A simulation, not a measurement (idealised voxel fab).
The process module that follows is named voxel wiring stack.
Cross-sectional view cut (width: 290 nm; square cell size: 5 nm).
Reading order for cross-sections: top band down to bottom band. Underlying form: a grid of square cells. Band size: one or more rows of cells.
Heights first: top, then bottom, in nm. Then materials, left to right, each with a width in nm. "everywhere" on a single material: fills the band edge to edge. "blank": empty space.
Height is counted from the level 0, under which the received wafer is composed throughout of one material. The lowest of the bands is not closed at the bottom but continues downward, in the notation "0 down".
Width: "30..40" (first number = top row, second number = bottom row, same change from row to row of cells).
Given "all unchanged" for a step, no cell of the cross-section differs between before and after that step.
Under "Closed void roster" you'll find the enclosed gaps, the ones with no way out to the top, that are 8 cells or bigger; each reads width x height at distance, with distance counted from the left edge, everything in nm.
If you see something after the settings on a step's line, that's the simulator's own remark about that step.
overlay nm: step with mask; distance mask lay right of planned place; negative value = left of planned place.

Process steps - plan
| 1 | RECEIVE (material Si) |
| 2 | CONFORMAL_DEP (material SiO2; thk nm 10) |
| 3 | CONFORMAL_DEP (material SiCN; thk nm 5) |
| 4 | DIRECTIONAL_DEP (material SiO2; thk nm 25) |
| 5 | MASKED_ETCH (tone open; mask id METAL_1; width nm 20; pitch nm 45; etch materials SiO2; depth nm 25; overlay nm 0) |
| 6 | MASKED_ETCH (tone open; mask id METAL_1; width nm 20; pitch nm 45; etch materials SiCN; depth nm 5; overlay nm 0) |
| 7 | CONFORMAL_DEP (material TiN; thk nm 5) |
| 8 | FILL_DEP (material Cu; thk nm 5) |
| 9 | CMP (height nm 40) |
| 10 | CONFORMAL_DEP (material SiCN; thk nm 5) |
| 11 | DIRECTIONAL_DEP (material SiO2; thk nm 30) |
| 12 | MASKED_ETCH (tone open; mask id METAL_2; width nm 20; pitch nm 45; etch materials SiO2; depth nm 15; overlay nm 0) |
| 13 | PATTERN (tone open; mask id METAL_2_HOLES; material resist; width nm 15; thk nm 15; overlay nm 0) |
| 14 | DIRECTIONAL_ETCH (etch materials SiO2; depth nm 15) |
| 15 | DIRECTIONAL_ETCH (etch materials SiCN; depth nm 5) |
| 16 | STRIP (etch materials resist) |
| 17 | CONFORMAL_DEP (material TiN; thk nm 5) |
| 18 | FILL_DEP (material Cu; thk nm 5) |
| 19 | CMP (height nm 75) |
| 20 | CONFORMAL_DEP (material SiCN; thk nm 5) |
| 21 | DIRECTIONAL_DEP (material lowk; thk nm 30) |
| 22 | PATTERN (tone open; mask id METAL_3_HOLES; material resist; width nm 15; pitch nm 45; thk nm 20; overlay nm 0) |
| 23 | DIRECTIONAL_ETCH (etch materials lowk; depth nm 30) |
| 24 | STRIP (etch materials resist) |
| 25 | MASKED_ETCH (tone open; mask id METAL_3; width nm 20; pitch nm 45; etch materials lowk; depth nm 15; overlay nm 0) |
| 26 | MASKED_ETCH (tone open; mask id METAL_3; width nm 20; pitch nm 45; etch materials SiCN; depth nm 5; overlay nm 0) |
| 27 | CONFORMAL_DEP (material TiN; thk nm 5) |
| 28 | FILL_DEP (material Ru; thk nm 5) |
| 29 | CMP (height nm 110) |
| 30 | CONFORMAL_DEP (material SiCN; thk nm 5) |
| 31 | DIRECTIONAL_DEP (material lowk; thk nm 35) |
| 32 | DIRECTIONAL_DEP (material aC; thk nm 10) |
| 33 | PATTERN (tone open; mask id METAL_4_HOLES; material resist; width nm 15; thk nm 25; overlay nm 0) |
| 34 | DIRECTIONAL_ETCH (etch materials aC; depth nm 5) |
| 35 | STRIP (etch materials resist) |
| 36 | DIRECTIONAL_ETCH (etch materials lowk; depth nm 35) |
| 37 | STRIP (etch materials aC) |
| 38 | PATTERN (tone open; mask id METAL_4; material resist; width nm 20; pitch nm 45; thk nm 15; overlay nm 0) |
| 39 | DIRECTIONAL_ETCH (etch materials lowk; depth nm 20) |
| 40 | DIRECTIONAL_ETCH (etch materials SiCN; depth nm 5) |
| 41 | STRIP (etch materials resist) |
| 42 | CONFORMAL_DEP (material TiN; thk nm 5) |
| 43 | FILL_DEP (material Cu; thk nm 10) |
| 44 | CMP (height nm 150) |
| 45 | CONFORMAL_DEP (material SiN; thk nm 5) |
The depth nm used in step 34 is not the same on every wafer, whereas the starting condition is; the value printed in the plan is the first wafer's.

Here's the first of the wafers in cross-section, just as we got it, i.e. after step 1
* 0 down  Si everywhere
* Closed void roster: none

The rows of the table below are wafers. Looking at the end of the module, a row counts, for every material, the cells the wafer has gained, shown as (+), or lost, shown as (-), since it was received; its closed voids come next
depth nm 5 | +44 Cu | +16 Ru | +215 SiCN | +58 SiN | +681 SiO2 | +104 TiN | +680 lowk | Closed void roster: none
depth nm 10 | +48 Cu | +16 Ru | +212 SiCN | +58 SiN | +681 SiO2 | +112 TiN | +671 lowk | Closed void roster: none
depth nm 15 | +48 Cu | +16 Ru | +212 SiCN | +58 SiN | +681 SiO2 | +112 TiN | +671 lowk | Closed void roster: none
depth nm 20 | +48 Cu | +16 Ru | +212 SiCN | +58 SiN | +681 SiO2 | +112 TiN | +671 lowk | Closed void roster: none
depth nm 25 | +48 Cu | +16 Ru | +212 SiCN | +58 SiN | +681 SiO2 | +112 TiN | +671 lowk | Closed void roster: none
